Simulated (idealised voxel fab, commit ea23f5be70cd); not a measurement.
process module | voxel transistor to metal
cross-section cut | 300 nm wide | cells 5 nm
A cross-section is a grid of square cells, given in bands from the top down. A band is one or more rows of cells.
Each band's line starts with the height of the band's top and of its bottom, in nm. Then come its materials from left to right, each with its width in nm. One material with "throughout" fills the band from edge to edge. "air" is empty space.
Height 0 is the level under which the wafer as received is all one material. The lowest band goes on downwards, as in "0 down".
A width such as "30 to 40" changes by the same amount from each row of cells to the next, from the band's top row to its bottom row.
"no change" after a step means that no cell of the cross-section changed.
closed voids: empty space of 8 cells or more with no open way to the top, each as width x height at its distance from the left edge, in nm
after a step's settings: what the simulator itself notes on the step
overlay nm, on a step with a mask: how far to the right of its planned place the mask lay; to the left if negative
plan
1 op RECEIVE | material Si
2 op OXIDIZE | depth nm 5
3 op CONFORMAL_DEP | material SiN | thk nm 15
4 op MASKED_ETCH | tone cover | mask id ACTIVE | width nm 105 | pitch nm 125 | etch materials SiN | depth nm 15 | overlay nm 0
5 op MASKED_ETCH | tone cover | mask id ACTIVE | width nm 105 | pitch nm 125 | etch materials SiO2 | depth nm 5 | overlay nm 0
6 op MASKED_ETCH | tone cover | mask id ACTIVE | width nm 105 | pitch nm 125 | etch materials Si | depth nm 35 | overlay nm 0
7 op FILL_DEP | material SiO2 | thk nm 5
8 op CMP | height nm 15
9 op SELECTIVE_ETCH | etch materials SiO2 | depth nm 15
10 op STRIP | etch materials SiN
11 op SELECTIVE_ETCH | etch materials SiO2 | depth nm 5
12 op OXIDIZE | depth nm 5
13 op DIRECTIONAL_DEP | material polySi | thk nm 20
14 op DIRECTIONAL_DEP | material SiCN | thk nm 15
15 op MASKED_ETCH | tone cover | mask id GATE | width nm 25 | pitch nm 125 | etch materials SiCN | depth nm 25 | overlay nm 0
16 op MASKED_ETCH | tone cover | mask id GATE | width nm 25 | pitch nm 125 | etch materials polySi | depth nm 30 | overlay nm 0
17 op CONFORMAL_DEP | material SiN | thk nm 10
18 op DIRECTIONAL_ETCH | etch materials SiN | depth nm 10
19 op DIRECTIONAL_ETCH | etch materials SiO2 | depth nm 5
20 op DIRECTIONAL_ETCH | etch materials Si | depth nm 15
21 op EPI | material pSi | thk nm 20
22 op FILL_DEP | material SiO2 | thk nm 10
23 op CMP | height nm 30
24 op DIRECTIONAL_DEP | material SiO2 | thk nm 15
25 op PATTERN | tone open | mask id CONTACT | material resist | width nm 15 | thk nm 15 | overlay nm 0
26 op DIRECTIONAL_ETCH | etch materials SiO2 | depth nm 35
27 op STRIP | etch materials resist
28 op CONFORMAL_DEP | material TiN | thk nm 5
29 op FILL_DEP | material Ru | thk nm 10
30 op CMP | height nm 45
31 op CONFORMAL_DEP | material SiCN | thk nm 5
32 op DIRECTIONAL_DEP | material lowk | thk nm 20
33 op DIRECTIONAL_DEP | material aC | thk nm 10
34 op PATTERN | tone open | mask id METAL_1 | material resist | width nm 15 | thk nm 25 | overlay nm 0
35 op DIRECTIONAL_ETCH | etch materials aC | depth nm 10
36 op STRIP | etch materials resist
37 op DIRECTIONAL_ETCH | etch materials lowk | depth nm 20
38 op DIRECTIONAL_ETCH | etch materials SiCN | depth nm 5
39 op STRIP | etch materials aC
40 op CONFORMAL_DEP | material TiN | thk nm 5
41 op FILL_DEP | material W | thk nm 10
42 op CMP | height nm 70
43 op CONFORMAL_DEP | material SiN | thk nm 5
as received, after step 1
  0 down: Si throughout
  closed voids: none
a wafer at the end: this start, this plan, one mistake
  90 to 85: SiN throughout
  85 to 75: W throughout
  75 to 70: TiN 50 | W 5 | TiN 65 | W 5 | TiN 50 | W 5 | TiN 65 | W 5 | TiN 50
  70 to 50: lowk 45 | TiN 5 | W 5 | TiN 5 | lowk 55 | TiN 5 | W 5 | TiN 5 | lowk 40 | TiN 5 | W 5 | TiN 5 | lowk 55 | TiN 5 | W 5 | TiN 5 | lowk 45
  50 to 45: SiCN 45 | TiN 15 | SiCN 55 | TiN 15 | SiCN 40 | TiN 15 | SiCN 55 | TiN 15 | SiCN 45
  45 to 30: SiO2 45 | TiN 5 | Ru 5 | TiN 5 | SiO2 55 | TiN 5 | Ru 5 | TiN 5 | SiO2 40 | TiN 5 | Ru 5 | TiN 5 | SiO2 55 | TiN 5 | Ru 5 | TiN 5 | SiO2 45
  30 to 15: SiO2 45 | TiN 5 | Ru 5 | TiN 5 | SiO2 5 | SiN 10 | SiCN 25 | SiN 10 | SiO2 5 | TiN 5 | Ru 5 | TiN 5 | SiO2 40 | TiN 5 | Ru 5 | TiN 5 | SiO2 5 | SiN 10 | SiCN 25 | SiN 10 | SiO2 5 | TiN 5 | Ru 5 | TiN 5 | SiO2 45
  15 to 10: SiO2 45 | TiN 15 | SiO2 5 | SiN 10 | polySi 25 | SiN 10 | SiO2 5 | TiN 15 | SiO2 40 | TiN 15 | SiO2 5 | SiN 10 | polySi 25 | SiN 10 | SiO2 5 | TiN 15 | SiO2 45
  10 to -5: SiO2 45 | pSi 20 | SiN 10 | polySi 25 | SiN 10 | pSi 20 | SiO2 40 | pSi 20 | SiN 10 | polySi 25 | SiN 10 | pSi 20 | SiO2 45
  -5 to -10: SiO2 30 | pSi 35 | SiO2 45 | pSi 35 | SiO2 10 | pSi 35 | SiO2 45 | pSi 35 | SiO2 30
  -10 to -25: SiO2 35 | pSi 30 | Si 45 | pSi 30 | SiO2 20 | pSi 30 | Si 45 | pSi 30 | SiO2 35
  -25 to -40: SiO2 35 | Si 105 | SiO2 20 | Si 105 | SiO2 35
  -40 down: Si throughout
  closed voids: none
what went wrong: step 42 was left out
